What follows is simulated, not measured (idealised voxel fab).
The following is a process module called voxel wiring stack.
Shown is cross-section cut, with a width of 295 nm and square cells of size 5 nm.
Just so we're on the same page, the cross-sections are grids of square cells, and they're listed out in bands top to bottom, each band one or more rows deep. Top height, bottom height, nm. Materials left to right, width each, nm. Single material + "full width" = fills band edge to edge. "air" = empty. Basically, 0 is our baseline, since under it the wafer straight out of the box is all one material. The bottom band has no lower end and keeps on going down, so it looks like "from 0 down". Width spec "30->40" -> top row of cells at first value, bottom row at second value, equal per-row change in between. Where a step carries "stayed the same", the cross-section came out of it unchanged, cell for cell. Look at "Listed closed voids" for the closed voids: empty spaces with no open path to the top, sized 8 cells or up. Each is width x height at distance, distance from the left edge, all nm. On a step's line, text after the settings is the simulator commenting on that step. Each step line may optionally specify "overlay nm", which for a step with a mask gives the rightward distance between the mask's planned place and where it lay, a negative value indicating the leftward direction.

### So here's the lineup of process steps we planned
1: RECEIVE | material Si
2: CONFORMAL_DEP | material SiO2 | thk nm 10
3: DIRECTIONAL_DEP | material TiN | thk nm 5
4: DIRECTIONAL_DEP | material Ru | thk nm 20
5: MASKED_ETCH | tone cover | mask id METAL_1 | width nm 30 | pitch nm 50 | etch materials Ru | depth nm 20 | overlay nm 0
6: MASKED_ETCH | tone cover | mask id METAL_1 | width nm 30 | pitch nm 50 | etch materials TiN | depth nm 5 | overlay nm 0
7: FILL_DEP | material SiO2 | thk nm 5
8: CMP | height nm 35
9: CONFORMAL_DEP | material SiCN | thk nm 5
10: DIRECTIONAL_DEP | material lowk | thk nm 25
11: MASKED_ETCH | tone open | mask id METAL_2_HOLES | width nm 15 | pitch nm 50 | etch materials lowk | depth nm 25 | overlay nm 0
12: MASKED_ETCH | tone open | mask id METAL_2 | width nm 30 | pitch nm 50 | etch materials lowk | depth nm 15 | overlay nm 0
13: MASKED_ETCH | tone open | mask id METAL_2 | width nm 30 | pitch nm 50 | etch materials SiCN | depth nm 5 | overlay nm 0
14: CONFORMAL_DEP | material TiN | thk nm 5
15: FILL_DEP | material Ru | thk nm 5
16: CMP | height nm 65
17: CONFORMAL_DEP | material SiCN | thk nm 5
18: DIRECTIONAL_DEP | material SiO2 | thk nm 10
19: MASKED_ETCH | tone open | mask id PLUG_2 | width nm 15 | pitch nm 100 | etch materials SiO2 | depth nm 10 | overlay nm 0
20: MASKED_ETCH | tone open | mask id PLUG_2 | width nm 15 | pitch nm 100 | etch materials SiCN | depth nm 5 | overlay nm 0
21: EPI | material Ru | thk nm 10
22: EPI | material Ru | thk nm 5
23: DIRECTIONAL_DEP | material TiN | thk nm 5
24: DIRECTIONAL_DEP | material W | thk nm 25
25: MASKED_ETCH | tone cover | mask id METAL_3 | width nm 30 | pitch nm 50 | etch materials W | depth nm 25 | overlay nm -15
26: MASKED_ETCH | tone cover | mask id METAL_3 | width nm 30 | pitch nm 50 | etch materials TiN | depth nm 5 | overlay nm 0
27: CONFORMAL_DEP | material SiCN | thk nm 5
28: FILL_DEP | material lowk | thk nm 5
29: CMP | height nm 110
30: CONFORMAL_DEP | material SiCN | thk nm 5
31: DIRECTIONAL_DEP | material SiO2 | thk nm 25
32: DIRECTIONAL_DEP | material aC | thk nm 10
33: PATTERN | tone open | mask id METAL_4 | material resist | width nm 30 | pitch nm 50 | thk nm 25 | overlay nm 0
34: DIRECTIONAL_ETCH | etch materials aC | depth nm 10
35: STRIP | etch materials resist
36: DIRECTIONAL_ETCH | etch materials SiO2 | depth nm 15
37: STRIP | etch materials aC
38: MASKED_ETCH | tone open | mask id METAL_4_HOLES | width nm 15 | pitch nm 50 | etch materials SiO2 | depth nm 10 | overlay nm 0
39: MASKED_ETCH | tone open | mask id METAL_4_HOLES | width nm 15 | pitch nm 50 | etch materials SiCN | depth nm 5 | overlay nm 0
40: CONFORMAL_DEP | material TiN | thk nm 5
41: FILL_DEP | material Cu | thk nm 10
42: CMP | height nm 140
43: CONFORMAL_DEP | material SiN | thk nm 5
The wafers in this document start out alike and differ in the overlay nm applied at step 25; the plan shows the value used for the first wafer.

### Received condition of the first of several wafers, sectioned: post-step 1
    from 0 down  Si full width
    Listed closed voids: none

### The rows of the table below are wafers. Looking at the end of the module, a row counts, for every material, the cells the wafer has gained, shown as (+), or lost, shown as (-), since it was received; its closed voids come next
overlay nm -15, +44 Cu, +158 Ru, +219 SiCN, +59 SiN, +598 SiO2, +188 TiN, +120 W, +325 lowk, Listed closed voids: none
overlay nm -10, +44 Cu, +158 Ru, +222 SiCN, +59 SiN, +598 SiO2, +184 TiN, +120 W, +326 lowk, Listed closed voids: none
overlay nm -5, +44 Cu, +158 Ru, +222 SiCN, +59 SiN, +598 SiO2, +180 TiN, +120 W, +330 lowk, Listed closed voids: none
overlay nm 0, +44 Cu, +158 Ru, +222 SiCN, +59 SiN, +598 SiO2, +176 TiN, +120 W, +334 lowk, Listed closed voids: none
overlay nm 5, +44 Cu, +158 Ru, +222 SiCN, +59 SiN, +598 SiO2, +180 TiN, +120 W, +330 lowk, Listed closed voids: none
overlay nm 10, +44 Cu, +158 Ru, +222 SiCN, +59 SiN, +598 SiO2, +184 TiN, +120 W, +326 lowk, Listed closed voids: none
overlay nm 15, +44 Cu, +158 Ru, +219 SiCN, +59 SiN, +598 SiO2, +188 TiN, +120 W, +325 lowk, Listed closed voids: none
